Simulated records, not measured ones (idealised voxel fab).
Process module name: voxel capacitor over wiring
The cross-section on display is named cut; it measures 225 nm wide, and its cells are 5 nm squares.
If you're reading a cross-section in this doc, picture square cells in a grid; it comes to you as bands, top ones listed first down to the bottom, and a band can be one or more rows of cells.
For a band, the entry starts with two heights in nm, that of the top and then that of the bottom, and carries on with the band's materials in order from left to right, each alongside its width in nm; the word "all across" beside a single material means it fills the band edge to edge, and "empty" means empty space.
Measure heights from 0. That's the level where, below it, the as-received wafer is all one material. The lowest band is bottomless and extends downward; write it as in "0 nm and below".
Width: "30..40" (first number = top row, second number = bottom row, same change from row to row of cells).
What does "no modifications" mean for a step? It means no cell of the cross-section changed in that step.
So "Listed closed voids" is basically the list of trapped voids: any empty space of 8 cells or more that can't reach the top through an opening. They're written width x height at distance, the distance being from the left edge, and it's all nm.
after a step's settings: what the simulator itself notes on the step
overlay nm: right-of-plan distance of the mask on a masked step; negative values mean left-of-plan.

### List of planned process steps
1. RECEIVE, material Si
2. CONFORMAL_DEP, material SiO2, thk nm 15
3. CONFORMAL_DEP, material SiN, thk nm 5
4. DIRECTIONAL_DEP, material SiO2, thk nm 25
5. PATTERN, tone open, mask id METAL_1, material resist, width nm 30, pitch nm 80, thk nm 15, overlay nm 0
6. DIRECTIONAL_ETCH, etch materials SiO2, depth nm 25
7. DIRECTIONAL_ETCH, etch materials SiN, depth nm 5
8. STRIP, etch materials resist
9. CONFORMAL_DEP, material TiN, thk nm 5
10. FILL_DEP, material W, thk nm 10
11. CMP, height nm 45
12. CONFORMAL_DEP, material SiCN, thk nm 5
13. DIRECTIONAL_DEP, material lowk, thk nm 15
14. PATTERN, tone open, mask id PLUG_1, material resist, width nm 15, thk nm 20, overlay nm 0
15. DIRECTIONAL_ETCH, etch materials lowk, depth nm 15
16. DIRECTIONAL_ETCH, etch materials SiCN, depth nm 5
17. STRIP, etch materials resist
18. EPI, material Ru, thk nm 10
19. EPI, material Ru, thk nm 10
20. DIRECTIONAL_DEP, material TiN, thk nm 10
21. DIRECTIONAL_DEP, material HfO2, thk nm 5
22. DIRECTIONAL_DEP, material TiN, thk nm 10
23. MASKED_ETCH, tone cover, mask id UPPER_PLATE, width nm 55, etch materials TiN, depth nm 10, overlay nm 0
24. MASKED_ETCH, tone cover, mask id UPPER_PLATE, width nm 55, etch materials HfO2, depth nm 5, overlay nm 0
25. MASKED_ETCH, tone cover, mask id LOWER_PLATE, width nm 65, etch materials TiN, depth nm 10, overlay nm 0
26. FILL_DEP, material SiO2, thk nm 20
27. CMP, height nm 105
28. PATTERN, tone open, mask id PLUG_2, material resist, width nm 15, thk nm 15, overlay nm 0
29. DIRECTIONAL_ETCH, etch materials SiO2, depth nm 15
30. STRIP, etch materials resist
31. CONFORMAL_DEP, material TiN, thk nm 5
32. FILL_DEP, material Ru, thk nm 10
33. CMP, height nm 105
34. CONFORMAL_DEP, material SiN, thk nm 5

### Concerning the first of two wafers, which was run in accordance with the plan

### As received (post step 1): cross-section
> 0 nm and below  Si all across
> Listed closed voids: none

### Upon completion of step 2, the wafer appears in cross-section as shown
> 15 nm to 0 nm  SiO2 all across
> Heights below 0 show no change.

### Upon completion of step 3, the wafer appears in cross-section as shown
> 20 nm to 15 nm  SiN all across
> Heights below 15 show no change.

### Upon completion of step 4, the wafer appears in cross-section as shown
> 45 nm to 20 nm  SiO2 all across
> Heights below 20 show no change.

### Upon completion of step 5, the wafer appears in cross-section as shown
> 60 nm to 45 nm  resist (55), empty (30), resist (50), empty (30), resist (60)
> Heights below 45 show no change.

### Upon completion of step 6, the wafer appears in cross-section as shown
> 60 nm to 45 nm  resist (55), empty (30), resist (50), empty (30), resist (60)
> 45 nm to 20 nm  SiO2 (55), empty (30), SiO2 (50), empty (30), SiO2 (60)
> Heights below 20 show no change.

### Upon completion of step 7, the wafer appears in cross-section as shown
> 60 nm to 45 nm  resist (55), empty (30), resist (50), empty (30), resist (60)
> 45 nm to 20 nm  SiO2 (55), empty (30), SiO2 (50), empty (30), SiO2 (60)
> 20 nm to 15 nm  SiN (55), empty (30), SiN (50), empty (30), SiN (60)
> Heights below 15 show no change.

### Upon completion of step 8, the wafer appears in cross-section as shown
> 45 nm to 20 nm  SiO2 (55), empty (30), SiO2 (50), empty (30), SiO2 (60)
> Heights below 20 show no change.

### Upon completion of step 9, the wafer appears in cross-section as shown
> 50 nm to 45 nm  TiN (60), empty (20), TiN (60), empty (20), TiN (65)
> 45 nm to 20 nm  SiO2 (55), TiN (5), empty (20), TiN (5), SiO2 (50), TiN (5), empty (20), TiN (5), SiO2 (60)
> 20 nm to 15 nm  SiN (55), TiN (30), SiN (50), TiN (30), SiN (60)
> Heights below 15 show no change.

### Upon completion of step 10, the wafer appears in cross-section as shown
> 60 nm to 50 nm  W all across
> 50 nm to 45 nm  TiN (60), W (20), TiN (60), W (20), TiN (65)
> 45 nm to 20 nm  SiO2 (55), TiN (5), W (20), TiN (5), SiO2 (50), TiN (5), W (20), TiN (5), SiO2 (60)
> Heights below 20 show no change.

### Upon completion of step 11, the wafer appears in cross-section as shown
> 45 nm to 20 nm  SiO2 (55), TiN (5), W (20), TiN (5), SiO2 (50), TiN (5), W (20), TiN (5), SiO2 (60)
> Heights below 20 show no change.

### Upon completion of step 12, the wafer appears in cross-section as shown
> 50 nm to 45 nm  SiCN all across
> Heights below 45 show no change.

### Upon completion of step 13, the wafer appears in cross-section as shown
> 65 nm to 50 nm  lowk all across
> Heights below 50 show no change.

### Upon completion of step 14, the wafer appears in cross-section as shown
> 85 nm to 65 nm  resist (70), empty (15), resist (140)
> Heights below 65 show no change.

### Upon completion of step 15, the wafer appears in cross-section as shown
> 85 nm to 65 nm  resist (70), empty (15), resist (140)
> 65 nm to 50 nm  lowk (70), empty (15), lowk (140)
> Heights below 50 show no change.

### Upon completion of step 16, the wafer appears in cross-section as shown
> 85 nm to 65 nm  resist (70), empty (15), resist (140)
> 65 nm to 50 nm  lowk (70), empty (15), lowk (140)
> 50 nm to 45 nm  SiCN (70), empty (15), SiCN (140)
> Heights below 45 show no change.

### Upon completion of step 17, the wafer appears in cross-section as shown
> 65 nm to 50 nm  lowk (70), empty (15), lowk (140)
> Heights below 50 show no change.

### Upon completion of step 18, the wafer appears in cross-section as shown
> 65 nm to 55 nm  lowk (70), empty (15), lowk (140)
> 55 nm to 50 nm  lowk (70), Ru (15), lowk (140)
> 50 nm to 45 nm  SiCN (70), Ru (15), SiCN (140)
> Heights below 45 show no change.

### Upon completion of step 19, the wafer appears in cross-section as shown
> 65 nm to 50 nm  lowk (70), Ru (15), lowk (140)
> Heights below 50 show no change.

### Upon completion of step 20, the wafer appears in cross-section as shown
> 75 nm to 65 nm  TiN all across
> Heights below 65 show no change.

### Upon completion of step 21, the wafer appears in cross-section as shown
> 80 nm to 75 nm  HfO2 all across
> Heights below 75 show no change.

### Upon completion of step 22, the wafer appears in cross-section as shown
> 90 nm to 80 nm  TiN all across
> Heights below 80 show no change.

### Upon completion of step 23, the wafer appears in cross-section as shown
> 90 nm to 80 nm  empty (70), TiN (55), empty (100)
> Heights below 80 show no change.

### Upon completion of step 24, the wafer appears in cross-section as shown
> 90 nm to 80 nm  empty (70), TiN (55), empty (100)
> 80 nm to 75 nm  empty (70), HfO2 (55), empty (100)
> Heights below 75 show no change.

### Upon completion of step 25, the wafer appears in cross-section as shown
> 90 nm to 80 nm  empty (70), TiN (55), empty (100)
> 80 nm to 75 nm  empty (70), HfO2 (55), empty (100)
> 75 nm to 65 nm  empty (65), TiN (65), empty (95)
> Heights below 65 show no change.

### Upon completion of step 26, the wafer appears in cross-section as shown
> 110 nm to 90 nm  SiO2 all across
> 90 nm to 80 nm  SiO2 (70), TiN (55), SiO2 (100)
> 80 nm to 75 nm  SiO2 (70), HfO2 (55), SiO2 (100)
> 75 nm to 65 nm  SiO2 (65), TiN (65), SiO2 (95)
> Heights below 65 show no change.

### Upon completion of step 27, the wafer appears in cross-section as shown
> 105 nm to 90 nm  SiO2 all across
> Heights below 90 show no change.

### Upon completion of step 28, the wafer appears in cross-section as shown
> 120 nm to 105 nm  resist (80), empty (15), resist (130)
> Heights below 105 show no change.

### Upon completion of step 29, the wafer appears in cross-section as shown
> 120 nm to 105 nm  resist (80), empty (15), resist (130)
> 105 nm to 90 nm  SiO2 (80), empty (15), SiO2 (130)
> Heights below 90 show no change.

### Upon completion of step 30, the wafer appears in cross-section as shown
> 105 nm to 90 nm  SiO2 (80), empty (15), SiO2 (130)
> Heights below 90 show no change.

### Upon completion of step 31, the wafer appears in cross-section as shown
> 110 nm to 105 nm  TiN (85), empty (5), TiN (135)
> 105 nm to 95 nm  SiO2 (80), TiN (5), empty (5), TiN (5), SiO2 (130)
> 95 nm to 90 nm  SiO2 (80), TiN (15), SiO2 (130)
> Heights below 90 show no change.

### Upon completion of step 32, the wafer appears in cross-section as shown
> 120 nm to 110 nm  Ru all across
> 110 nm to 105 nm  TiN (85), Ru (5), TiN (135)
> 105 nm to 95 nm  SiO2 (80), TiN (5), Ru (5), TiN (5), SiO2 (130)
> Heights below 95 show no change.

### Upon completion of step 33, the wafer appears in cross-section as shown
> 105 nm to 95 nm  SiO2 (80), TiN (5), Ru (5), TiN (5), SiO2 (130)
> Heights below 95 show no change.

### Upon completion of step 34, the wafer appears in cross-section as shown
> 110 nm to 105 nm  SiN all across
> Heights below 105 show no change.

### It is to be noted that the second wafer proceeded from the same initial state and according to the same plan as the first, although one mistake was committed in its execution; through step 17, inclusive, the two wafers share an identical history

### Cross-section of the second wafer at the time by which step 19 should have been completed according to the plan
> 75 nm to 65 nm  empty (60), Ru (35), empty (130)
> 65 nm to 50 nm  lowk (70), Ru (15), lowk (140)
> 50 nm to 45 nm  SiCN (70), Ru (15), SiCN (140)
> Heights below 45 show no change.

### Cross-section of the second wafer at the time by which step 20 should have been completed according to the plan
> 85 nm to 75 nm  empty (60), TiN (35), empty (130)
> 75 nm to 65 nm  TiN (60), Ru (35), TiN (130)
> Heights below 65 show no change.

### Cross-section of the second wafer at the time by which step 21 should have been completed according to the plan
> 90 nm to 85 nm  empty (60), HfO2 (35), empty (130)
> 85 nm to 80 nm  empty (60), TiN (35), empty (130)
> 80 nm to 75 nm  HfO2 (60), TiN (35), HfO2 (130)
> Heights below 75 show no change.

### Cross-section of the second wafer at the time by which step 22 should have been completed according to the plan
> 100 nm to 90 nm  empty (60), TiN (35), empty (130)
> 90 nm to 85 nm  TiN (60), HfO2 (35), TiN (130)
> 85 nm to 80 nm  TiN all across
> Heights below 80 show no change.

### Cross-section of the second wafer at the time by which step 23 should have been completed according to the plan
> 100 nm to 90 nm  empty (70), TiN (25), empty (130)
> 90 nm to 85 nm  empty (60), HfO2 (35), TiN (30), empty (100)
> 85 nm to 80 nm  empty (60), TiN (65), empty (100)
> Heights below 80 show no change.

### Cross-section of the second wafer at the time by which step 24 should have been completed according to the plan
> 100 nm to 90 nm  empty (70), TiN (25), empty (130)
> 90 nm to 85 nm  empty (70), HfO2 (25), TiN (30), empty (100)
> 85 nm to 80 nm  empty (60), TiN (65), empty (100)
> 80 nm to 75 nm  empty (60), TiN (35), HfO2 (30), empty (100)
> Heights below 75 show no change.

### Cross-section of the second wafer at the time by which step 25 should have been completed according to the plan
> 100 nm to 90 nm  empty (70), TiN (25), empty (130)
> 90 nm to 85 nm  empty (70), HfO2 (25), TiN (30), empty (100)
> 85 nm to 80 nm  empty (65), TiN (60), empty (100)
> 80 nm to 75 nm  empty (65), TiN (30), HfO2 (30), empty (100)
> 75 nm to 65 nm  empty (60), Ru (35), TiN (35), empty (95)
> Heights below 65 show no change.

### Cross-section of the second wafer at the time by which step 26 should have been completed according to the plan
> 120 nm to 100 nm  SiO2 all across
> 100 nm to 90 nm  SiO2 (70), TiN (25), SiO2 (130)
> 90 nm to 85 nm  SiO2 (70), HfO2 (25), TiN (30), SiO2 (100)
> 85 nm to 80 nm  SiO2 (65), TiN (60), SiO2 (100)
> 80 nm to 75 nm  SiO2 (65), TiN (30), HfO2 (30), SiO2 (100)
> 75 nm to 65 nm  SiO2 (60), Ru (35), TiN (35), SiO2 (95)
> Heights below 65 show no change.

### Cross-section of the second wafer at the time by which step 27 should have been completed according to the plan
> 105 nm to 100 nm  SiO2 all across
> Heights below 100 show no change.

### Cross-section of the second wafer at the time by which step 28 should have been completed according to the plan
> 120 nm to 105 nm  resist (80), empty (15), resist (130)
> Heights below 105 show no change.

### Cross-section of the second wafer at the time by which step 29 should have been completed according to the plan
> 120 nm to 105 nm  resist (80), empty (15), resist (130)
> 105 nm to 100 nm  SiO2 (80), empty (15), SiO2 (130)
> Heights below 100 show no change.

### Cross-section of the second wafer at the time by which step 30 should have been completed according to the plan
> 105 nm to 100 nm  SiO2 (80), empty (15), SiO2 (130)
> Heights below 100 show no change.

### Cross-section of the second wafer at the time by which step 31 should have been completed according to the plan
> 110 nm to 105 nm  TiN (85), empty (5), TiN (135)
> 105 nm to 100 nm  SiO2 (80), TiN (15), SiO2 (130)
> Heights below 100 show no change.

### Cross-section of the second wafer at the time by which step 32 should have been completed according to the plan
> 120 nm to 110 nm  Ru all across
> 110 nm to 105 nm  TiN (85), Ru (5), TiN (135)
> Heights below 105 show no change.

### Cross-section of the second wafer at the time by which step 33 should have been completed according to the plan
> 105 nm to 100 nm  SiO2 (80), TiN (15), SiO2 (130)
> Heights below 100 show no change.

### Cross-section of the second wafer at the time by which step 34 should have been completed according to the plan
> 110 nm to 105 nm  SiN all across
> Heights below 105 show no change.
Misprocessing identified: which of the identical steps 18 and 19 was run twice cannot be determined, only that one of them was
Once processing is complete, comparing cell counts shows that the second wafer has more or fewer of certain materials than the first: 12 more of Ru | 8 fewer of SiO2 | 4 fewer of TiN
